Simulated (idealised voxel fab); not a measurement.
process module | voxel wiring stack
cross-section cut | 290 nm wide | cells 5 nm
A cross-section is a grid of square cells, given in bands from the top down. A band is one or more rows of cells.
Each band's line starts with the height of the band's top and of its bottom, in nm. Then come its materials from left to right, each with its width in nm. One material with "throughout" fills the band from edge to edge. "air" is empty space.
Height 0 is the level under which the wafer as received is all one material. The lowest band goes on downwards, as in "0 down".
A width such as "30 to 40" changes by the same amount from each row of cells to the next, from the band's top row to its bottom row.
"no change" after a step means that no cell of the cross-section changed.
closed voids: empty space of 8 cells or more with no open way to the top, each as width x height at its distance from the left edge, in nm
after a step's settings: what the simulator itself notes on the step
overlay nm, on a step with a mask: how far to the right of its planned place the mask lay; to the left if negative
plan
1 op RECEIVE | material Si
2 op CONFORMAL_DEP | material SiO2 | thk nm 15
3 op DIRECTIONAL_DEP | material TiN | thk nm 5
4 op DIRECTIONAL_DEP | material Ru | thk nm 25
5 op PATTERN | tone cover | mask id METAL_1 | material resist | width nm 20 | pitch nm 50 | thk nm 20 | overlay nm 0
6 op DIRECTIONAL_ETCH | etch materials Ru | depth nm 25
7 op DIRECTIONAL_ETCH | etch materials TiN | depth nm 5
8 op STRIP | etch materials resist
9 op FILL_DEP | material lowk | thk nm 10
10 op CMP | height nm 45
11 op CONFORMAL_DEP | material SiCN | thk nm 5
12 op DIRECTIONAL_DEP | material lowk | thk nm 20
13 op MASKED_ETCH | tone open | mask id PLUG_1 | width nm 15 | pitch nm 50 | etch materials lowk | depth nm 20 | overlay nm 0
14 op MASKED_ETCH | tone open | mask id PLUG_1 | width nm 15 | pitch nm 50 | etch materials SiCN | depth nm 5 | overlay nm 0
15 op CONFORMAL_DEP | material TiN | thk nm 5
16 op FILL_DEP | material Cu | thk nm 5
17 op CMP | height nm 70
18 op DIRECTIONAL_DEP | material TiN | thk nm 5
19 op DIRECTIONAL_DEP | material Ru | thk nm 15
20 op DIRECTIONAL_DEP | material aC | thk nm 15
21 op PATTERN | tone cover | mask id METAL_2 | material resist | width nm 30 | pitch nm 50 | thk nm 30 | overlay nm 0
22 op DIRECTIONAL_ETCH | etch materials aC | depth nm 15
23 op STRIP | etch materials resist
24 op DIRECTIONAL_ETCH | etch materials Ru | depth nm 15
25 op DIRECTIONAL_ETCH | etch materials TiN | depth nm 5
26 op STRIP | etch materials aC
27 op CONFORMAL_DEP | material SiCN | thk nm 5
28 op FILL_DEP | material lowk | thk nm 10
29 op CMP | height nm 90
30 op CONFORMAL_DEP | material SiN | thk nm 5
varied across the wafers: width nm of step 5. The plan shows the first wafer's value. All wafers start alike
first wafer as received, after step 1
  0 down: Si throughout
  closed voids: none
first wafer at the end, after step 30
  95 to 90: SiN throughout
  90 to 75: lowk 100 | SiCN 5 | Ru 30 | SiCN 5 | lowk 10 | SiCN 5 | Ru 30 | SiCN 5 | lowk 100
  75 to 70: SiCN 105 | TiN 30 | SiCN 20 | TiN 30 | SiCN 105
  70 to 50: lowk 105 | TiN 5 | Cu 5 | TiN 5 | lowk 35 | TiN 5 | Cu 5 | TiN 5 | lowk 120
  50 to 45: SiCN 105 | TiN 15 | SiCN 35 | TiN 15 | SiCN 120
  45 to 20: lowk 110 | Ru 20 | lowk 30 | Ru 20 | lowk 110
  20 to 15: lowk 110 | TiN 20 | lowk 30 | TiN 20 | lowk 110
  15 to 0: SiO2 throughout
  0 down: Si throughout
  closed voids: none
last wafer at the end
  95 to 90: SiN throughout
  90 to 75: lowk 100 | SiCN 5 | Ru 30 | SiCN 5 | lowk 10 | SiCN 5 | Ru 30 | SiCN 5 | lowk 100
  75 to 70: SiCN 105 | TiN 30 | SiCN 20 | TiN 30 | SiCN 105
  70 to 50: lowk 105 | TiN 5 | Cu 5 | TiN 5 | lowk 35 | TiN 5 | Cu 5 | TiN 5 | lowk 120
  50 to 45: SiCN 105 | TiN 15 | SiCN 35 | TiN 15 | SiCN 120
  45 to 20: lowk 105 | Ru 35 | lowk 15 | Ru 35 | lowk 100
  20 to 15: lowk 105 | TiN 35 | lowk 15 | TiN 35 | lowk 100
  15 to 0: SiO2 throughout
  0 down: Si throughout
  closed voids: none
each wafer at the end: cells of each material gained (+) or lost (-) since it was received, then its closed voids
width nm 20 | +8 Cu | +76 Ru | +110 SiCN | +58 SiN | +174 SiO2 | +42 TiN | +634 lowk | closed voids: none
width nm 25 | +8 Cu | +86 Ru | +110 SiCN | +58 SiN | +174 SiO2 | +44 TiN | +622 lowk | closed voids: none
width nm 30 | +8 Cu | +96 Ru | +110 SiCN | +58 SiN | +174 SiO2 | +46 TiN | +610 lowk | closed voids: none
width nm 35 | +8 Cu | +106 Ru | +110 SiCN | +58 SiN | +174 SiO2 | +48 TiN | +598 lowk | closed voids: none
